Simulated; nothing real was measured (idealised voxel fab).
Process module under the name voxel tone inversion
Pictured: cross-section cut, 250 nm wide, on a grid of 5 nm square cells.
This document writes a cross-section as a grid whose cells are square, and gives it as bands, listed from the top down; one or more rows of cells form a band.
Basically the band line says how high the top is and how high the bottom is, in nm, and then what's in it from left to right, every material with its width in nm. Empty space shows up as "blank", and if a single material carries "everywhere" it runs the full band edge to edge.
Heights are expressed relative to 0, this being the level below which the as-received wafer comprises one material exclusively. The lowest band is unbounded in the downward direction and is denoted as in "from 0 down".
Note: "30->40" means the width goes from the first number (top row of the band) to the second number (bottom row) in equal steps per row of cells.
"all unchanged" (step): cross-section cells unchanged, all of them.
Enclosed voids (no open way to top), threshold 8 cells or more, entry "Closed empty spaces", notation width x height at distance, distance from left edge, nm.
If you see something after the settings on a step's line, that's the simulator's own remark about that step.
Regarding "overlay nm": on a step with a mask, it is the distance the mask lay to the right of its planned place; a negative value places it to the left.

**Listed below are the process steps as planned**
1) RECEIVE (material Si)
2) CONFORMAL_DEP (material SiCN; thk nm 5)
3) DIRECTIONAL_DEP (material aC; thk nm 20)
4) PATTERN (tone cover; mask id POSTS; material resist; width nm 15; pitch nm 35; thk nm 30; overlay nm 0)
5) DIRECTIONAL_ETCH (etch materials aC; depth nm 20)
6) STRIP (etch materials resist)
7) FILL_DEP (material lowk; thk nm 10)
8) CMP (height nm 25)
9) STRIP (etch materials aC)
10) CONFORMAL_DEP (material TiN; thk nm 5)
11) FILL_DEP (material W; thk nm 5)
12) CMP (height nm 25)
13) CONFORMAL_DEP (material SiN; thk nm 5)

**Cross-section of the wafer at receipt, which is the condition after step 1**
- from 0 down  Si everywhere
- Closed empty spaces: none

**Starting wafer: above. Plan: above. Run: one mistake. Cross-section after the module: below**
- from 30 to 25  SiN everywhere
- from 25 to 20  lowk everywhere
- from 20 to 0  lowk=65; aC=15; lowk=20; aC=15; lowk=20; aC=15; lowk=20; aC=15; lowk=65
- from 0 down  Si everywhere
- Closed empty spaces: none
Where did the run depart from the plan? not run: step 2 of the plan (skipped)
